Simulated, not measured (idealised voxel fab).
The following is a process module called voxel air gaps.
Square cell edge 5 nm, section width 210 nm, ID cut.
A cross-section is a grid of square cells, given in bands from the top down. A band is one or more rows of cells. For a band, the entry starts with two heights in nm, that of the top and then that of the bottom, and carries on with the band's materials in order from left to right, each alongside its width in nm; the word "full width" beside a single material means it fills the band edge to edge, and "blank" means empty space. Zero point of the height axis is 0; under it, received wafer = one material. Lowest band: continues down indefinitely, "0..down". Note: "30..40" means the width goes from the first number (top row of the band) to the second number (bottom row) in equal steps per row of cells. A step reported as "nothing altered" is a step in which no cell of the cross-section changed. Basically, "Sealed-off cavities" tells you about the enclosed voids: empty spaces with no open way to the top, 8 cells or bigger, each written width x height at distance, where distance is from the left edge, all in nm. Formally, on a step line, whatever follows the settings is a remark that the simulator itself makes on the step. overlay nm: on a step with a mask, how far right of its planned place the mask lay; negative means left.

[List of planned process steps]
- 1: RECEIVE: material Si
- 2: CONFORMAL_DEP: material SiO2, thk nm 15
- 3: CONFORMAL_DEP: material SiCN, thk nm 5
- 4: DIRECTIONAL_DEP: material lowk, thk nm 40
- 5: PATTERN: tone open, mask id LINES, material resist, width nm 20, pitch nm 45, thk nm 20, overlay nm 0
- 6: DIRECTIONAL_ETCH: etch materials lowk, depth nm 40
- 7: STRIP: etch materials resist
- 8: CONFORMAL_DEP: material TiN, thk nm 5
- 9: FILL_DEP: material W, thk nm 10
- 10: CMP: height nm 60
- 11: EPI: material Ru, thk nm 10
- 12: SELECTIVE_ETCH: etch materials lowk, depth nm 50
- 13: CONFORMAL_DEP: material SiCN, thk nm 5

[As-received state of the wafer in cross-section, equivalent to post-step 1]
  0..down = Si full width
  Sealed-off cavities: none

[This is how the wafer looks in cross-section once the module is done, given the starting state and plan above and one mistake in carrying the plan out]
  75..70 = blank: 35  SiCN: 140  blank: 35
  70..60 = blank: 35  SiCN: 5  Ru: 40  SiCN: 5  Ru: 40  SiCN: 5  Ru: 40  SiCN: 5  blank: 35
  60..55 = blank: 35  SiCN: 15  TiN: 5  W: 10  TiN: 5  SiCN: 25  TiN: 5  W: 10  TiN: 5  SiCN: 25  TiN: 5  W: 10  TiN: 5  SiCN: 15  blank: 35
  55..25 = blank: 45  SiCN: 5  TiN: 5  W: 10  TiN: 5  SiCN: 5  blank: 15  SiCN: 5  TiN: 5  W: 10  TiN: 5  SiCN: 5  blank: 15  SiCN: 5  TiN: 5  W: 10  TiN: 5  SiCN: 5  blank: 45
  25..20 = SiCN: 50  TiN: 20  SiCN: 25  TiN: 20  SiCN: 25  TiN: 20  SiCN: 50
  20..5 = SiO2 full width
  5..0 = SiCN full width
  0..down = Si full width
  Sealed-off cavities: 15 x 30 at 75; 15 x 30 at 120
Plan not followed: the intended sequence of steps 2 and 3 was reversed during processing, with each occupying the position of the other
